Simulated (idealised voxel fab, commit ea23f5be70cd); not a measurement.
voxel wiring stack: a process module
For reference, the cross-section in this document is cut, with width 275 nm and square cells of 5 nm.
A cross-section is written here as square cells arranged in a grid, and it is given in bands from the top down, each band taking up one or more rows of cells.
Read a band's entry like this: the first values are the height of its top and the height of its bottom in nm, and what follows is the sequence of materials from left to right, each with its width in nm. Note that "blank" is empty space, and that a single material marked "edge to edge" reaches across the band from edge to edge.
Beneath 0, the wafer as received is one material, and that level is where height counting begins. The lowest band goes on downward without a bottom; it is written like "top 0, no bottom".
Note: "30->40" means the width goes from the first number (top row of the band) to the second number (bottom row) in equal steps per row of cells.
What does "nothing altered" mean for a step? It means no cell of the cross-section changed in that step.
The label "Closed internal voids" introduces a list of the empty spaces, 8 cells or larger, that have no open way up to the top; each entry in it reads width x height at distance, where the distance is taken from the left edge and all three are stated in nm.
Read whatever lies past the settings on a step's line as the simulator's own remark about the step.
Regarding "overlay nm": on a step with a mask, it is the distance the mask lay to the right of its planned place; a negative value places it to the left.

-- Process steps (planned)
| 1 | op RECEIVE | material Si |
| 2 | op CONFORMAL_DEP | material SiO2 | thk nm 15 |
| 3 | op CONFORMAL_DEP | material SiCN | thk nm 5 |
| 4 | op DIRECTIONAL_DEP | material lowk | thk nm 20 |
| 5 | op MASKED_ETCH | tone open | mask id METAL_1 | width nm 30 | pitch nm 55 | etch materials lowk | depth nm 20 | overlay nm 0 |
| 6 | op MASKED_ETCH | tone open | mask id METAL_1 | width nm 30 | pitch nm 55 | etch materials SiCN | depth nm 5 | overlay nm 0 |
| 7 | op CONFORMAL_DEP | material TiN | thk nm 5 |
| 8 | op FILL_DEP | material Ru | thk nm 5 |
| 9 | op CMP | height nm 40 |
| 10 | op CONFORMAL_DEP | material SiCN | thk nm 5 |
| 11 | op DIRECTIONAL_DEP | material lowk | thk nm 25 |
| 12 | op DIRECTIONAL_DEP | material aC | thk nm 10 |
| 13 | op PATTERN | tone open | mask id METAL_2 | material resist | width nm 30 | pitch nm 55 | thk nm 25 | overlay nm 0 |
| 14 | op DIRECTIONAL_ETCH | etch materials aC | depth nm 10 |
| 15 | op STRIP | etch materials resist |
| 16 | op DIRECTIONAL_ETCH | etch materials lowk | depth nm 15 |
| 17 | op STRIP | etch materials aC |
| 18 | op DIRECTIONAL_DEP | material aC | thk nm 15 |
| 19 | op PATTERN | tone open | mask id METAL_2_HOLES | material resist | width nm 15 | pitch nm 55 | thk nm 30 | overlay nm 0 |
| 20 | op DIRECTIONAL_ETCH | etch materials aC | depth nm 15 |
| 21 | op STRIP | etch materials resist |
| 22 | op DIRECTIONAL_ETCH | etch materials lowk | depth nm 10 |
| 23 | op DIRECTIONAL_ETCH | etch materials SiCN | depth nm 5 |
| 24 | op STRIP | etch materials aC |
| 25 | op CONFORMAL_DEP | material TiN | thk nm 5 |
| 26 | op FILL_DEP | material Cu | thk nm 10 |
| 27 | op CMP | height nm 70 |
| 28 | op CONFORMAL_DEP | material SiCN | thk nm 5 |

-- as received, after step 1
	top 0, no bottom  Si edge to edge
	Closed internal voids: none

-- Sectioned view, first of two wafers, at the close of the module, processed as intended in the plan
	top 75, bottom 70  SiCN edge to edge
	top 70, bottom 60  40 of lowk  5 of TiN  20 of Cu  5 of TiN  25 of lowk  5 of TiN  20 of Cu  5 of TiN  25 of lowk  5 of TiN  20 of Cu  5 of TiN  25 of lowk  5 of TiN  20 of Cu  5 of TiN  40 of lowk
	top 60, bottom 55  40 of lowk  5 of TiN  5 of Cu  20 of TiN  25 of lowk  5 of TiN  5 of Cu  20 of TiN  25 of lowk  5 of TiN  5 of Cu  20 of TiN  25 of lowk  5 of TiN  5 of Cu  20 of TiN  40 of lowk
	top 55, bottom 45  40 of lowk  5 of TiN  5 of Cu  5 of TiN  40 of lowk  5 of TiN  5 of Cu  5 of TiN  40 of lowk  5 of TiN  5 of Cu  5 of TiN  40 of lowk  5 of TiN  5 of Cu  5 of TiN  55 of lowk
	top 45, bottom 40  40 of SiCN  15 of TiN  40 of SiCN  15 of TiN  40 of SiCN  15 of TiN  40 of SiCN  15 of TiN  55 of SiCN
	top 40, bottom 20  40 of lowk  5 of TiN  20 of Ru  5 of TiN  25 of lowk  5 of TiN  20 of Ru  5 of TiN  25 of lowk  5 of TiN  20 of Ru  5 of TiN  25 of lowk  5 of TiN  20 of Ru  5 of TiN  40 of lowk
	top 20, bottom 15  40 of SiCN  30 of TiN  25 of SiCN  30 of TiN  25 of SiCN  30 of TiN  25 of SiCN  30 of TiN  40 of SiCN
	top 15, bottom 0  SiO2 edge to edge
	top 0, no bottom  Si edge to edge
	Closed internal voids: none

-- Here's the second of our two wafers sectioned at module end. Same start as the first, same plan, but one mistake got made running it
	top 75, bottom 70  SiCN edge to edge
	top 70, bottom 60  40 of lowk  5 of TiN  20 of Cu  5 of TiN  25 of lowk  5 of TiN  20 of Cu  5 of TiN  25 of lowk  5 of TiN  20 of Cu  5 of TiN  25 of lowk  5 of TiN  20 of Cu  5 of TiN  40 of lowk
	top 60, bottom 55  40 of lowk  5 of TiN  5 of Cu  20 of TiN  25 of lowk  5 of TiN  5 of Cu  20 of TiN  25 of lowk  5 of TiN  5 of Cu  20 of TiN  25 of lowk  5 of TiN  5 of Cu  20 of TiN  40 of lowk
	top 55, bottom 45  40 of lowk  5 of TiN  5 of Cu  5 of TiN  40 of lowk  5 of TiN  5 of Cu  5 of TiN  40 of lowk  5 of TiN  5 of Cu  5 of TiN  40 of lowk  5 of TiN  5 of Cu  5 of TiN  55 of lowk
	top 45, bottom 40  40 of SiCN  15 of TiN  40 of SiCN  15 of TiN  40 of SiCN  15 of TiN  40 of SiCN  15 of TiN  55 of SiCN
	top 40, bottom 35  45 of TiN  20 of Ru  35 of TiN  20 of Ru  35 of TiN  20 of Ru  35 of TiN  20 of Ru  45 of TiN
	top 35, bottom 20  40 of lowk  5 of TiN  20 of Ru  5 of TiN  25 of lowk  5 of TiN  20 of Ru  5 of TiN  25 of lowk  5 of TiN  20 of Ru  5 of TiN  25 of lowk  5 of TiN  20 of Ru  5 of TiN  40 of lowk
	top 20, bottom 15  40 of lowk  30 of TiN  25 of lowk  30 of TiN  25 of lowk  30 of TiN  25 of lowk  30 of TiN  40 of lowk
	top 15, bottom 0  SiO2 edge to edge
	top 0, no bottom  Si edge to edge
	Closed internal voids: none
Which mistake was made when the wafer was run? step 3 from the plan never happened, it was just skipped
Final cells, second wafer relative to first, materials higher or lower: SiCN: 31 fewer; TiN: 31 more
